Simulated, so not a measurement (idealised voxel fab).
Process module heading - voxel transistor to metal
This is section cut - it's 200 nm across, gridded in 5 nm square cells.
When this document writes out a cross-section, it uses a grid of square cells and lists it as bands, beginning at the top and moving down, with a band standing for one or more rows of cells. Band: top height; bottom height; in nm. Then, left to right: material with width in nm, for each material. "all across": a single material spanning edge to edge. "air": empty space. Below 0: as-received wafer, all one material; heights counted from there. Lowest band: no bottom, goes on down, written "0..down". You'd read "30..40" like this: the band's top row of cells is as wide as the first number, its bottom row is as wide as the second, and going down, every row changes width by the same amount as the row before did. You'll sometimes find "nothing was modified" written for a step, and that's the way of saying that nowhere in the cross-section did a cell change during that step. In the "Closed void entries" entry, you get each enclosed empty space of 8 cells or more, one with no open way to the top, written width x height at distance, distance from the left edge, in nm. Post-settings text on a step line: simulator's own remark regarding the step. A step's line can hold "overlay nm"; with a mask on that step, the setting says how far right of the planned place the mask lay, while a negative setting says it lay to the left. Pairs ahead. Before: cross-section ahead of one process step. After: cross-section once the step is done, shown to the lowest changed band only. Under each pair: that step, with settings. Caution: pairs may come from different runs of this module on the same starting wafer; a pair follows the pair above only where its "Pre-step condition" entry says so.
PRE-STEP CONDITION
    95..80 | air (55); aC (20); air (50); aC (20); air (55)
    80..60 | air (55); Ru (20); air (50); Ru (20); air (55)
    60..55 | TiN all across
    55..40 | SiO2 (55); TiN (5); W (10); TiN (5); SiO2 (50); TiN (5); W (10); TiN (5); SiO2 (55)
    40..30 | SiO2 (55); TiN (5); W (10); TiN (5); SiO2 (5); SiN (5); SiO2 (5); SiCN (20); SiO2 (5); SiN (5); SiO2 (5); TiN (5); W (10); TiN (5); SiO2 (55)
    30..15 | SiO2 (55); TiN (5); W (10); TiN (5); SiO2 (5); SiN (5); SiO2 (5); polySi (20); SiO2 (5); SiN (5); SiO2 (5); TiN (5); W (10); TiN (5); SiO2 (55)
    15..10 | SiO2 (55); TiN (20); SiO2 (5); SiN (5); SiO2 (5); polySi (20); SiO2 (5); SiN (5); SiO2 (5); TiN (20); SiO2 (55)
    10..5 | SiO2 (45); SiN (5); SiO2 (15); SiGe (15); SiN (5); SiO2 (5); polySi (20); SiO2 (5); SiN (5); SiGe (15); SiO2 (15); SiN (5); SiO2 (45)
    5..0 | SiO2 (45); SiN (5); SiGe (30); SiN (5); SiO2 (5); polySi (20); SiO2 (5); SiN (5); SiGe (30); SiN (5); SiO2 (45)
    0..-5 | SiO2 (50); SiGe (30); SiO2 (40); SiGe (30); SiO2 (50)
    -5..-10 | SiO2 (55); SiGe (25); Si (40); SiGe (25); SiO2 (55)
    -10..-20 | SiO2 (50); Si (5); SiGe (25); Si (40); SiGe (25); Si (5); SiO2 (50)
    -20..-35 | SiO2 (50); Si (100); SiO2 (50)
    -35..down | Si all across
    Closed void entries: none
POST-STEP APPEARANCE
    95..80 | air (55); aC (20); air (50); aC (20); air (55)
    80..60 | air (55); Ru (20); air (50); Ru (20); air (55)
    60..55 | air (55); TiN (20); air (50); TiN (20); air (55)
    Unchanged below 55.
    Closed void entries: none
The before and after cross-sections above differ by one step: op DIRECTIONAL_ETCH | etch materials TiN | depth nm 5
Pre-step condition: as shown after the step in the preceding pair, directly above.
POST-STEP APPEARANCE
    80..60 | air (55); Ru (20); air (50); Ru (20); air (55)
    Unchanged below 60.
    Closed void entries: none
The before and after cross-sections above differ by one step: op STRIP | etch materials aC
Pre-step condition: as shown after the step in the preceding pair, directly above.
POST-STEP APPEARANCE
    90..80 | lowk all across
    80..60 | lowk (55); Ru (20); lowk (50); Ru (20); lowk (55)
    60..55 | lowk (55); TiN (20); lowk (50); TiN (20); lowk (55)
    Unchanged below 55.
    Closed void entries: none
The before and after cross-sections above differ by one step: op FILL_DEP | material lowk | thk nm 10
Pre-step condition: as shown after the step in the preceding pair, directly above.
POST-STEP APPEARANCE
    80..60 | lowk (55); Ru (20); lowk (50); Ru (20); lowk (55)
    Unchanged below 60.
    Closed void entries: none
The before and after cross-sections above differ by one step: op CMP | height nm 80
Pre-step condition: as shown after the step in the preceding pair, directly above.
POST-STEP APPEARANCE
    85..80 | SiCN all across
    Unchanged below 80.
    Closed void entries: none
The before and after cross-sections above differ by one step: op CONFORMAL_DEP | material SiCN | thk nm 5
Pre-step condition: as shown after the step in the preceding pair, directly above.
POST-STEP APPEARANCE
    115..85 | SiO2 all across
    Unchanged below 85.
    Closed void entries: none
The before and after cross-sections above differ by one step: op DIRECTIONAL_DEP | material SiO2 | thk nm 30
Pre-step condition: as shown after the step in the preceding pair, directly above.
POST-STEP APPEARANCE
    135..115 | resist (55); air (15); resist (55); air (15); resist (60)
    Unchanged below 115.
    Closed void entries: none
The before and after cross-sections above differ by one step: op PATTERN | tone open | mask id METAL_2_HOLES | material resist | width nm 15 | pitch nm 70 | thk nm 20 | overlay nm 0
Pre-step condition: as shown after the step in the preceding pair, directly above.
POST-STEP APPEARANCE
    135..115 | resist (55); air (15); resist (55); air (15); resist (60)
    115..85 | SiO2 (55); air (15); SiO2 (55); air (15); SiO2 (60)
    Unchanged below 85.
    Closed void entries: none
The before and after cross-sections above differ by one step: op DIRECTIONAL_ETCH | etch materials SiO2 | depth nm 30
Pre-step condition: as shown after the step in the preceding pair, directly above.
POST-STEP APPEARANCE
    115..85 | SiO2 (55); air (15); SiO2 (55); air (15); SiO2 (60)
    Unchanged below 85.
    Closed void entries: none
The before and after cross-sections above differ by one step: op STRIP | etch materials resist
Pre-step condition: as shown after the step in the preceding pair, directly above.
POST-STEP APPEARANCE
    130..115 | aC (55); air (15); aC (55); air (15); aC (60)
    115..100 | SiO2 (55); air (15); SiO2 (55); air (15); SiO2 (60)
    100..85 | SiO2 (55); aC (15); SiO2 (55); aC (15); SiO2 (60)
    Unchanged below 85.
    Closed void entries: none
The before and after cross-sections above differ by one step: op DIRECTIONAL_DEP | material aC | thk nm 15
Pre-step condition: as shown after the step in the preceding pair, directly above.
POST-STEP APPEARANCE
    160..130 | resist (55); air (20); resist (50); air (20); resist (55)
    Unchanged below 130.
    Closed void entries: none
The before and after cross-sections above differ by one step: op PATTERN | tone open | mask id METAL_2 | material resist | width nm 20 | pitch nm 70 | thk nm 30 | overlay nm 0
Pre-step condition: as shown after the step in the preceding pair, directly above.
POST-STEP APPEARANCE
    145..130 | resist (55); air (20); resist (50); air (20); resist (55)
    130..115 | aC (55); air (20); aC (50); air (20); aC (55)
    115..85 | SiO2 (55); air (15); SiO2 (55); air (15); SiO2 (60)
    Unchanged below 85.
    Closed void entries: none
The before and after cross-sections above differ by one step: op DIRECTIONAL_ETCH | etch materials aC | depth nm 15
Pre-step condition: as shown after the step in the preceding pair, directly above.
POST-STEP APPEARANCE
    130..115 | aC (55); air (20); aC (50); air (20); aC (55)
    Unchanged below 115.
    Closed void entries: none
The before and after cross-sections above differ by one step: op STRIP | etch materials resist
Pre-step condition: as shown after the step in the preceding pair, directly above.
POST-STEP APPEARANCE
    130..115 | aC (55); air (20); aC (50); air (20); aC (55)
    115..100 | SiO2 (55); air (20); SiO2 (50); air (20); SiO2 (55)
    Unchanged below 100.
    Closed void entries: none
The before and after cross-sections above differ by one step: op DIRECTIONAL_ETCH | etch materials SiO2 | depth nm 15
Pre-step condition: as shown after the step in the preceding pair, directly above.
POST-STEP APPEARANCE
    130..115 | aC (55); air (20); aC (50); air (20); aC (55)
    115..100 | SiO2 (55); air (20); SiO2 (50); air (20); SiO2 (55)
    100..85 | SiO2 (55); air (15); SiO2 (55); air (15); SiO2 (60)
    85..80 | SiCN (55); air (15); SiCN (55); air (15); SiCN (60)
    Unchanged below 80.
    Closed void entries: none
The before and after cross-sections above differ by one step: op DIRECTIONAL_ETCH | etch materials SiCN | depth nm 5
Pre-step condition: as shown after the step in the preceding pair, directly above.
POST-STEP APPEARANCE
    115..100 | SiO2 (55); air (20); SiO2 (50); air (20); SiO2 (55)
    Unchanged below 100.
    Closed void entries: none
The before and after cross-sections above differ by one step: op STRIP | etch materials aC
Pre-step condition: as shown after the step in the preceding pair, directly above.
POST-STEP APPEARANCE
    120..115 | TiN (60); air (10); TiN (60); air (10); TiN (60)
    115..105 | SiO2 (55); TiN (5); air (10); TiN (5); SiO2 (50); TiN (5); air (10); TiN (5); SiO2 (55)
    105..100 | SiO2 (55); TiN (5); air (5); TiN (10); SiO2 (50); TiN (5); air (5); TiN (10); SiO2 (55)
    100..85 | SiO2 (55); TiN (5); air (5); TiN (5); SiO2 (55); TiN (5); air (5); TiN (5); SiO2 (60)
    85..80 | SiCN (55); TiN (15); SiCN (55); TiN (15); SiCN (60)
    Unchanged below 80.
    Closed void entries: none
The before and after cross-sections above differ by one step: op CONFORMAL_DEP | material TiN | thk nm 5
Pre-step condition: as shown after the step in the preceding pair, directly above.
POST-STEP APPEARANCE
    130..120 | Cu all across
    120..115 | TiN (60); Cu (10); TiN (60); Cu (10); TiN (60)
    115..105 | SiO2 (55); TiN (5); Cu (10); TiN (5); SiO2 (50); TiN (5); Cu (10); TiN (5); SiO2 (55)
    105..100 | SiO2 (55); TiN (5); Cu (5); TiN (10); SiO2 (50); TiN (5); Cu (5); TiN (10); SiO2 (55)
    100..85 | SiO2 (55); TiN (5); Cu (5); TiN (5); SiO2 (55); TiN (5); Cu (5); TiN (5); SiO2 (60)
    Unchanged below 85.
    Closed void entries: none
The before and after cross-sections above differ by one step: op FILL_DEP | material Cu | thk nm 10
Pre-step condition: as shown after the step in the preceding pair, directly above.
POST-STEP APPEARANCE
    115..105 | SiO2 (55); TiN (5); Cu (10); TiN (5); SiO2 (50); TiN (5); Cu (10); TiN (5); SiO2 (55)
    Unchanged below 105.
    Closed void entries: none
The before and after cross-sections above differ by one step: op CMP | height nm 115
Pre-step condition: as shown after the step in the preceding pair, directly above.
POST-STEP APPEARANCE
    120..115 | SiN all across
    Unchanged below 115.
    Closed void entries: none
The before and after cross-sections above differ by one step: op CONFORMAL_DEP | material SiN | thk nm 5
PRE-STEP CONDITION
    45..40 | air (85); SiO2 (30); air (85)
    40..30 | air (85); SiO2 (5); SiCN (20); SiO2 (5); air (85)
    30..15 | air (85); SiO2 (5); polySi (20); SiO2 (5); air (85)
    15..5 | SiO2 (50); air (35); SiO2 (5); polySi (20); SiO2 (5); air (35); SiO2 (50)
    5..0 | SiO2 (90); polySi (20); SiO2 (90)
    0..-5 | SiO2 all across
    -5..-35 | SiO2 (50); Si (100); SiO2 (50)
    -35..down | Si all across
    Closed void entries: none
POST-STEP APPEARANCE
    40..30 | air (90); SiCN (20); air (90)
    30..0 | air (85); SiO2 (5); polySi (20); SiO2 (5); air (85)
    0..-5 | SiO2 (50); air (35); SiO2 (30); air (35); SiO2 (50)
    Unchanged below -5.
    Closed void entries: none
The before and after cross-sections above differ by one step: op DIRECTIONAL_ETCH | etch materials SiO2 | depth nm 15
Pre-step condition: as shown after the step in the preceding pair, directly above.
POST-STEP APPEARANCE
    45..40 | air (85); SiN (30); air (85)
    40..30 | air (85..80); SiN (5..10); SiCN (20); SiN (5..10); air (85..80)
    30..5 | air (80); SiN (5); SiO2 (5); polySi (20); SiO2 (5); SiN (5); air (80)
    5..0 | SiN (55); air (25); SiN (5); SiO2 (5); polySi (20); SiO2 (5); SiN (5); air (25); SiN (55)
    0..-5 | SiO2 (50); SiN (35); SiO2 (30); SiN (35); SiO2 (50)
    Unchanged below -5.
    Closed void entries: none
The before and after cross-sections above differ by one step: op CONFORMAL_DEP | material SiN | thk nm 5
Pre-step condition: as shown after the step in the preceding pair, directly above.
POST-STEP APPEARANCE
    40..30 | air (85); SiN (5); SiCN (20); SiN (5); air (85)
    30..0 | air (80); SiN (5); SiO2 (5); polySi (20); SiO2 (5); SiN (5); air (80)
    0..-5 | SiO2 (50); SiN (5); air (25); SiN (5); SiO2 (30); SiN (5); air (25); SiN (5); SiO2 (50)
    Unchanged below -5.
    Closed void entries: none
The before and after cross-sections above differ by one step: op DIRECTIONAL_ETCH | etch materials SiN | depth nm 5
Pre-step condition: as shown after the step in the preceding pair, directly above.
POST-STEP APPEARANCE
    40..30 | air (85); SiN (5); SiCN (20); SiN (5); air (85)
    30..0 | air (80); SiN (5); SiO2 (5); polySi (20); SiO2 (5); SiN (5); air (80)
    0..-5 | air (50); SiN (5); air (25); SiN (5); SiO2 (30); SiN (5); air (25); SiN (5); air (50)
    Unchanged below -5.
    Closed void entries: none
The before and after cross-sections above differ by one step: op DIRECTIONAL_ETCH | etch materials SiO2 | depth nm 5
Pre-step condition: as shown after the step in the preceding pair, directly above.
POST-STEP APPEARANCE
    40..30 | air (85); SiN (5); SiCN (20); SiN (5); air (85)
    30..0 | air (80); SiN (5); SiO2 (5); polySi (20); SiO2 (5); SiN (5); air (80)
    0..-5 | air (50); SiN (5); air (25); SiN (5); SiO2 (30); SiN (5); air (25); SiN (5); air (50)
    -5..-20 | SiO2 (50); Si (5); air (25); Si (40); air (25); Si (5); SiO2 (50)
    Unchanged below -20.
    Closed void entries: none
The before and after cross-sections above differ by one step: op DIRECTIONAL_ETCH | etch materials Si | depth nm 15
Pre-step condition: as shown after the step in the preceding pair, directly above.
POST-STEP APPEARANCE
    40..30 | air (85); SiN (5); SiCN (20); SiN (5); air (85)
    30..10 | air (80); SiN (5); SiO2 (5); polySi (20); SiO2 (5); SiN (5); air (80)
    10..0 | air (45); SiGe (35); SiN (5); SiO2 (5); polySi (20); SiO2 (5); SiN (5); SiGe (35); air (45)
    0..-5 | air (45); SiGe (5); SiN (5); SiGe (25); SiN (5); SiO2 (30); SiN (5); SiGe (25); SiN (5); SiGe (5); air (45)
    -5..-20 | SiO2 (50); Si (5); SiGe (25); Si (40); SiGe (25); Si (5); SiO2 (50)
    Unchanged below -20.
    Closed void entries: none
The before and after cross-sections above differ by one step: op EPI | material SiGe | thk nm 15
Pre-step condition: as shown after the step in the preceding pair, directly above.
POST-STEP APPEARANCE
    45..40 | SiO2 all across
    40..30 | SiO2 (85); SiN (5); SiCN (20); SiN (5); SiO2 (85)
    30..10 | SiO2 (80); SiN (5); SiO2 (5); polySi (20); SiO2 (5); SiN (5); SiO2 (80)
    10..0 | SiO2 (45); SiGe (35); SiN (5); SiO2 (5); polySi (20); SiO2 (5); SiN (5); SiGe (35); SiO2 (45)
    0..-5 | SiO2 (45); SiGe (5); SiN (5); SiGe (25); SiN (5); SiO2 (30); SiN (5); SiGe (25); SiN (5); SiGe (5); SiO2 (45)
    Unchanged below -5.
    Closed void entries: none
The before and after cross-sections above differ by one step: op FILL_DEP | material SiO2 | thk nm 5
Pre-step condition: as shown after the step in the preceding pair, directly above.
POST-STEP APPEARANCE
    40..30 | SiO2 (85); SiN (5); SiCN (20); SiN (5); SiO2 (85)
    Unchanged below 30.
    Closed void entries: none
The before and after cross-sections above differ by one step: op CMP | height nm 40
Pre-step condition: as shown after the step in the preceding pair, directly above.
POST-STEP APPEARANCE
    55..40 | SiO2 all across
    Unchanged below 40.
    Closed void entries: none
The before and after cross-sections above differ by one step: op DIRECTIONAL_DEP | material SiO2 | thk nm 15
Pre-step condition: as shown after the step in the preceding pair, directly above.
POST-STEP APPEARANCE
    55..40 | SiO2 (55); air (20); SiO2 (50); air (20); SiO2 (55)
    40..30 | SiO2 (55); air (20); SiO2 (10); SiN (5); SiCN (20); SiN (5); SiO2 (10); air (20); SiO2 (55)
    30..10 | SiO2 (55); air (20); SiO2 (5); SiN (5); SiO2 (5); polySi (20); SiO2 (5); SiN (5); SiO2 (5); air (20); SiO2 (55)
    Unchanged below 10.
    Closed void entries: none
The before and after cross-sections above differ by one step: op MASKED_ETCH | tone open | mask id CONTACT | width nm 20 | pitch nm 70 | etch materials SiO2 | depth nm 45 | overlay nm 0
Pre-step condition: as shown after the step in the preceding pair, directly above.
POST-STEP APPEARANCE
    60..55 | TiN (60); air (10); TiN (60); air (10); TiN (60)
    55..40 | SiO2 (55); TiN (5); air (10); TiN (5); SiO2 (50); TiN (5); air (10); TiN (5); SiO2 (55)
    40..30 | SiO2 (55); TiN (5); air (10); TiN (5); SiO2 (10); SiN (5); SiCN (20); SiN (5); SiO2 (10); TiN (5); air (10); TiN (5); SiO2 (55)
    30..15 | SiO2 (55); TiN (5); air (10); TiN (5); SiO2 (5); SiN (5); SiO2 (5); polySi (20); SiO2 (5); SiN (5); SiO2 (5); TiN (5); air (10); TiN (5); SiO2 (55)
    15..10 | SiO2 (55); TiN (20); SiO2 (5); SiN (5); SiO2 (5); polySi (20); SiO2 (5); SiN (5); SiO2 (5); TiN (20); SiO2 (55)
    Unchanged below 10.
    Closed void entries: none
The before and after cross-sections above differ by one step: op CONFORMAL_DEP | material TiN | thk nm 5
Pre-step condition: as shown after the step in the preceding pair, directly above.
POST-STEP APPEARANCE
    70..60 | W all across
    60..55 | TiN (60); W (10); TiN (60); W (10); TiN (60)
    55..40 | SiO2 (55); TiN (5); W (10); TiN (5); SiO2 (50); TiN (5); W (10); TiN (5); SiO2 (55)
    40..30 | SiO2 (55); TiN (5); W (10); TiN (5); SiO2 (10); SiN (5); SiCN (20); SiN (5); SiO2 (10); TiN (5); W (10); TiN (5); SiO2 (55)
    30..15 | SiO2 (55); TiN (5); W (10); TiN (5); SiO2 (5); SiN (5); SiO2 (5); polySi (20); SiO2 (5); SiN (5); SiO2 (5); TiN (5); W (10); TiN (5); SiO2 (55)
    Unchanged below 15.
    Closed void entries: none
The before and after cross-sections above differ by one step: op FILL_DEP | material W | thk nm 10
Pre-step condition: as shown after the step in the preceding pair, directly above.
POST-STEP APPEARANCE
    55..40 | SiO2 (55); TiN (5); W (10); TiN (5); SiO2 (50); TiN (5); W (10); TiN (5); SiO2 (55)
    Unchanged below 40.
    Closed void entries: none
The before and after cross-sections above differ by one step: op CMP | height nm 55
Pre-step condition: as shown after the step in the preceding pair, directly above.
POST-STEP APPEARANCE
    60..55 | TiN all across
    Unchanged below 55.
    Closed void entries: none
The before and after cross-sections above differ by one step: op DIRECTIONAL_DEP | material TiN | thk nm 5
Pre-step condition: as shown after the step in the preceding pair, directly above.
POST-STEP APPEARANCE
    80..60 | Ru all across
    Unchanged below 60.
    Closed void entries: none
The before and after cross-sections above differ by one step: op DIRECTIONAL_DEP | material Ru | thk nm 20
Pre-step condition: as shown after the step in the preceding pair, directly above.
POST-STEP APPEARANCE
    95..80 | aC all across
    Unchanged below 80.
    Closed void entries: none
The before and after cross-sections above differ by one step: op DIRECTIONAL_DEP | material aC | thk nm 15
Pre-step condition: as shown after the step in the preceding pair, directly above.
POST-STEP APPEARANCE
    125..95 | air (55); resist (20); air (50); resist (20); air (55)
    Unchanged below 95.
    Closed void entries: none
The before and after cross-sections above differ by one step: op PATTERN | tone cover | mask id METAL_1 | material resist | width nm 20 | pitch nm 70 | thk nm 30 | overlay nm 0
Pre-step condition: as shown after the step in the preceding pair, directly above.
POST-STEP APPEARANCE
    110..95 | air (55); resist (20); air (50); resist (20); air (55)
    95..80 | air (55); aC (20); air (50); aC (20); air (55)
    Unchanged below 80.
    Closed void entries: none
The before and after cross-sections above differ by one step: op DIRECTIONAL_ETCH | etch materials aC | depth nm 15
Pre-step condition: as shown after the step in the preceding pair, directly above.
POST-STEP APPEARANCE
    95..80 | air (55); aC (20); air (50); aC (20); air (55)
    Unchanged below 80.
    Closed void entries: none
The before and after cross-sections above differ by one step: op STRIP | etch materials resist
Pre-step condition: as shown after the step in the preceding pair, directly above.
POST-STEP APPEARANCE
    95..80 | air (55); aC (20); air (50); aC (20); air (55)
    80..60 | air (55); Ru (20); air (50); Ru (20); air (55)
    Unchanged below 60.
    Closed void entries: none
The before and after cross-sections above differ by one step: op DIRECTIONAL_ETCH | etch materials Ru | depth nm 20
Pre-step condition: as shown after the step in the preceding pair, directly above.
POST-STEP APPEARANCE
    95..80 | air (55); aC (20); air (50); aC (20); air (55)
    80..60 | air (55); Ru (20); air (50); Ru (20); air (55)
    60..55 | air (55); TiN (20); air (50); TiN (20); air (55)
    Unchanged below 55.
    Closed void entries: none
The before and after cross-sections above differ by one step: op DIRECTIONAL_ETCH | etch materials TiN | depth nm 5
Pre-step condition: as shown after the step in the preceding pair, directly above.
POST-STEP APPEARANCE
    80..60 | air (55); Ru (20); air (50); Ru (20); air (55)
    Unchanged below 60.
    Closed void entries: none
The before and after cross-sections above differ by one step: op STRIP | etch materials aC
Pre-step condition: as shown after the step in the preceding pair, directly above.
POST-STEP APPEARANCE
    90..80 | lowk all across
    80..60 | lowk (55); Ru (20); lowk (50); Ru (20); lowk (55)
    60..55 | lowk (55); TiN (20); lowk (50); TiN (20); lowk (55)
    Unchanged below 55.
    Closed void entries: none
The before and after cross-sections above differ by one step: op FILL_DEP | material lowk | thk nm 10
Pre-step condition: as shown after the step in the preceding pair, directly above.
POST-STEP APPEARANCE
    80..60 | lowk (55); Ru (20); lowk (50); Ru (20); lowk (55)
    Unchanged below 60.
    Closed void entries: none
The before and after cross-sections above differ by one step: op CMP | height nm 80
Pre-step condition: as shown after the step in the preceding pair, directly above.
POST-STEP APPEARANCE
    85..80 | SiCN all across
    Unchanged below 80.
    Closed void entries: none
The before and after cross-sections above differ by one step: op CONFORMAL_DEP | material SiCN | thk nm 5
Pre-step condition: as shown after the step in the preceding pair, directly above.
POST-STEP APPEARANCE
    115..85 | SiO2 all across
    Unchanged below 85.
    Closed void entries: none
The before and after cross-sections above differ by one step: op DIRECTIONAL_DEP | material SiO2 | thk nm 30
Pre-step condition: as shown after the step in the preceding pair, directly above.
POST-STEP APPEARANCE
    135..115 | resist (55); air (15); resist (55); air (15); resist (60)
    Unchanged below 115.
    Closed void entries: none
The before and after cross-sections above differ by one step: op PATTERN | tone open | mask id METAL_2_HOLES | material resist | width nm 15 | pitch nm 70 | thk nm 20 | overlay nm 0
Pre-step condition: as shown after the step in the preceding pair, directly above.
POST-STEP APPEARANCE
    135..115 | resist (55); air (15); resist (55); air (15); resist (60)
    115..85 | SiO2 (55); air (15); SiO2 (55); air (15); SiO2 (60)
    Unchanged below 85.
    Closed void entries: none
The before and after cross-sections above differ by one step: op DIRECTIONAL_ETCH | etch materials SiO2 | depth nm 30
Pre-step condition: as shown after the step in the preceding pair, directly above.
POST-STEP APPEARANCE
    115..85 | SiO2 (55); air (15); SiO2 (55); air (15); SiO2 (60)
    Unchanged below 85.
    Closed void entries: none
The before and after cross-sections above differ by one step: op STRIP | etch materials resist
Pre-step condition: as shown after the step in the preceding pair, directly above.
POST-STEP APPEARANCE
    130..115 | aC (55); air (15); aC (55); air (15); aC (60)
    115..100 | SiO2 (55); air (15); SiO2 (55); air (15); SiO2 (60)
    100..85 | SiO2 (55); aC (15); SiO2 (55); aC (15); SiO2 (60)
    Unchanged below 85.
    Closed void entries: none
The before and after cross-sections above differ by one step: op DIRECTIONAL_DEP | material aC | thk nm 15
Pre-step condition: as shown after the step in the preceding pair, directly above.
POST-STEP APPEARANCE
    160..130 | resist (55); air (20); resist (50); air (20); resist (55)
    Unchanged below 130.
    Closed void entries: none
The before and after cross-sections above differ by one step: op PATTERN | tone open | mask id METAL_2 | material resist | width nm 20 | pitch nm 70 | thk nm 30 | overlay nm 0
Pre-step condition: as shown after the step in the preceding pair, directly above.
POST-STEP APPEARANCE
    145..130 | resist (55); air (20); resist (50); air (20); resist (55)
    130..115 | aC (55); air (20); aC (50); air (20); aC (55)
    115..85 | SiO2 (55); air (15); SiO2 (55); air (15); SiO2 (60)
    Unchanged below 85.
    Closed void entries: none
The before and after cross-sections above differ by one step: op DIRECTIONAL_ETCH | etch materials aC | depth nm 15
Pre-step condition: as shown after the step in the preceding pair, directly above.
POST-STEP APPEARANCE
    130..115 | aC (55); air (20); aC (50); air (20); aC (55)
    Unchanged below 115.
    Closed void entries: none
The before and after cross-sections above differ by one step: op STRIP | etch materials resist
Pre-step condition: as shown after the step in the preceding pair, directly above.
POST-STEP APPEARANCE
    130..115 | aC (55); air (20); aC (50); air (20); aC (55)
    115..100 | SiO2 (55); air (20); SiO2 (50); air (20); SiO2 (55)
    Unchanged below 100.
    Closed void entries: none
The before and after cross-sections above differ by one step: op DIRECTIONAL_ETCH | etch materials SiO2 | depth nm 15
Pre-step condition: as shown after the step in the preceding pair, directly above.
POST-STEP APPEARANCE
    130..115 | aC (55); air (20); aC (50); air (20); aC (55)
    115..100 | SiO2 (55); air (20); SiO2 (50); air (20); SiO2 (55)
    100..85 | SiO2 (55); air (15); SiO2 (55); air (15); SiO2 (60)
    85..80 | SiCN (55); air (15); SiCN (55); air (15); SiCN (60)
    Unchanged below 80.
    Closed void entries: none
The before and after cross-sections above differ by one step: op DIRECTIONAL_ETCH | etch materials SiCN | depth nm 5
Pre-step condition: as shown after the step in the preceding pair, directly above.
POST-STEP APPEARANCE
    115..100 | SiO2 (55); air (20); SiO2 (50); air (20); SiO2 (55)
    Unchanged below 100.
    Closed void entries: none
The before and after cross-sections above differ by one step: op STRIP | etch materials aC
Pre-step condition: as shown after the step in the preceding pair, directly above.
POST-STEP APPEARANCE
    120..115 | TiN (60); air (10); TiN (60); air (10); TiN (60)
    115..105 | SiO2 (55); TiN (5); air (10); TiN (5); SiO2 (50); TiN (5); air (10); TiN (5); SiO2 (55)
    105..100 | SiO2 (55); TiN (5); air (5); TiN (10); SiO2 (50); TiN (5); air (5); TiN (10); SiO2 (55)
    100..85 | SiO2 (55); TiN (5); air (5); TiN (5); SiO2 (55); TiN (5); air (5); TiN (5); SiO2 (60)
    85..80 | SiCN (55); TiN (15); SiCN (55); TiN (15); SiCN (60)
    Unchanged below 80.
    Closed void entries: none
The before and after cross-sections above differ by one step: op CONFORMAL_DEP | material TiN | thk nm 5
Pre-step condition: as shown after the step in the preceding pair, directly above.
POST-STEP APPEARANCE
    130..120 | Cu all across
    120..115 | TiN (60); Cu (10); TiN (60); Cu (10); TiN (60)
    115..105 | SiO2 (55); TiN (5); Cu (10); TiN (5); SiO2 (50); TiN (5); Cu (10); TiN (5); SiO2 (55)
    105..100 | SiO2 (55); TiN (5); Cu (5); TiN (10); SiO2 (50); TiN (5); Cu (5); TiN (10); SiO2 (55)
    100..85 | SiO2 (55); TiN (5); Cu (5); TiN (5); SiO2 (55); TiN (5); Cu (5); TiN (5); SiO2 (60)
    Unchanged below 85.
    Closed void entries: none
The before and after cross-sections above differ by one step: op FILL_DEP | material Cu | thk nm 10
Pre-step condition: as shown after the step in the preceding pair, directly above.
POST-STEP APPEARANCE
    115..105 | SiO2 (55); TiN (5); Cu (10); TiN (5); SiO2 (50); TiN (5); Cu (10); TiN (5); SiO2 (55)
    Unchanged below 105.
    Closed void entries: none
The before and after cross-sections above differ by one step: op CMP | height nm 115
Pre-step condition: as shown after the step in the preceding pair, directly above.
POST-STEP APPEARANCE
    120..115 | SiN all across
    Unchanged below 115.
    Closed void entries: none
The before and after cross-sections above differ by one step: op CONFORMAL_DEP | material SiN | thk nm 5
PRE-STEP CONDITION
    20..5 | SiN all across
    5..0 | SiO2 all across
    0..down | Si all across
    Closed void entries: none
POST-STEP APPEARANCE
    35..20 | air (55); resist (90); air (55)
    Unchanged below 20.
    Closed void entries: none
The before and after cross-sections above differ by one step: op PATTERN | tone cover | mask id ACTIVE | material resist | width nm 90 | thk nm 15 | overlay nm 0
Pre-step condition: as shown after the step in the preceding pair, directly above.
POST-STEP APPEARANCE
    35..20 | air (55); resist (90); air (55)
    20..5 | air (55); SiN (90); air (55)
    Unchanged below 5.
    Closed void entries: none
The before and after cross-sections above differ by one step: op DIRECTIONAL_ETCH | etch materials SiN | depth nm 15
Pre-step condition: as shown after the step in the preceding pair, directly above.
POST-STEP APPEARANCE
    35..20 | air (55); resist (90); air (55)
    20..5 | air (55); SiN (90); air (55)
    5..0 | air (55); SiO2 (90); air (55)
    Unchanged below 0.
    Closed void entries: none
The before and after cross-sections above differ by one step: op DIRECTIONAL_ETCH | etch materials SiO2 | depth nm 5
Pre-step condition: as shown after the step in the preceding pair, directly above.
POST-STEP APPEARANCE
    35..20 | air (55); resist (90); air (55)
    20..5 | air (55); SiN (90); air (55)
    5..0 | air (55); SiO2 (90); air (55)
    0..-35 | air (55); Si (90); air (55)
    Unchanged below -35.
    Closed void entries: none
The before and after cross-sections above differ by one step: op DIRECTIONAL_ETCH | etch materials Si | depth nm 35
Pre-step condition: as shown after the step in the preceding pair, directly above.
POST-STEP APPEARANCE
    20..5 | air (55); SiN (90); air (55)
    Unchanged below 5.
    Closed void entries: none
The before and after cross-sections above differ by one step: op STRIP | etch materials resist
Pre-step condition: as shown after the step in the preceding pair, directly above.
POST-STEP APPEARANCE
    35..20 | SiO2 all across
    20..5 | SiO2 (55); SiN (90); SiO2 (55)
    5..0 | SiO2 all across
    0..-35 | SiO2 (55); Si (90); SiO2 (55)
    Unchanged below -35.
    Closed void entries: none
The before and after cross-sections above differ by one step: op FILL_DEP | material SiO2 | thk nm 15
Pre-step condition: as shown after the step in the preceding pair, directly above.
POST-STEP APPEARANCE
    20..5 | SiO2 (55); SiN (90); SiO2 (55)
    Unchanged below 5.
    Closed void entries: none
The before and after cross-sections above differ by one step: op CMP | height nm 20
Pre-step condition: as shown after the step in the preceding pair, directly above.
POST-STEP APPEARANCE
    20..15 | air (55); SiN (90); air (55)
    Unchanged below 15.
    Closed void entries: none
The before and after cross-sections above differ by one step: op SELECTIVE_ETCH | etch materials SiO2 | depth nm 5
Pre-step condition: as shown after the step in the preceding pair, directly above.
POST-STEP APPEARANCE
    15..5 | SiO2 (55); air (90); SiO2 (55)
    Unchanged below 5.
    Closed void entries: none
The before and after cross-sections above differ by one step: op STRIP | etch materials SiN
Pre-step condition: as shown after the step in the preceding pair, directly above.
POST-STEP APPEARANCE
    10..0 | SiO2 (50); air (100); SiO2 (50)
    Unchanged below 0.
    Closed void entries: none
The before and after cross-sections above differ by one step: op SELECTIVE_ETCH | etch materials SiO2 | depth nm 5
Pre-step condition: as shown after the step in the preceding pair, directly above.
POST-STEP APPEARANCE
    10..0 | SiO2 (50); air (100); SiO2 (50)
    0..-5 | SiO2 all across
    Unchanged below -5.
    Closed void entries: none
The before and after cross-sections above differ by one step: op OXIDIZE | depth nm 5
Pre-step condition: as shown after the step in the preceding pair, directly above.
POST-STEP APPEARANCE
    40..30 | polySi (50); air (100); polySi (50)
    30..10 | polySi all across
    10..0 | SiO2 (50); polySi (100); SiO2 (50)
    Unchanged below 0.
    Closed void entries: none
The before and after cross-sections above differ by one step: op DIRECTIONAL_DEP | material polySi | thk nm 30
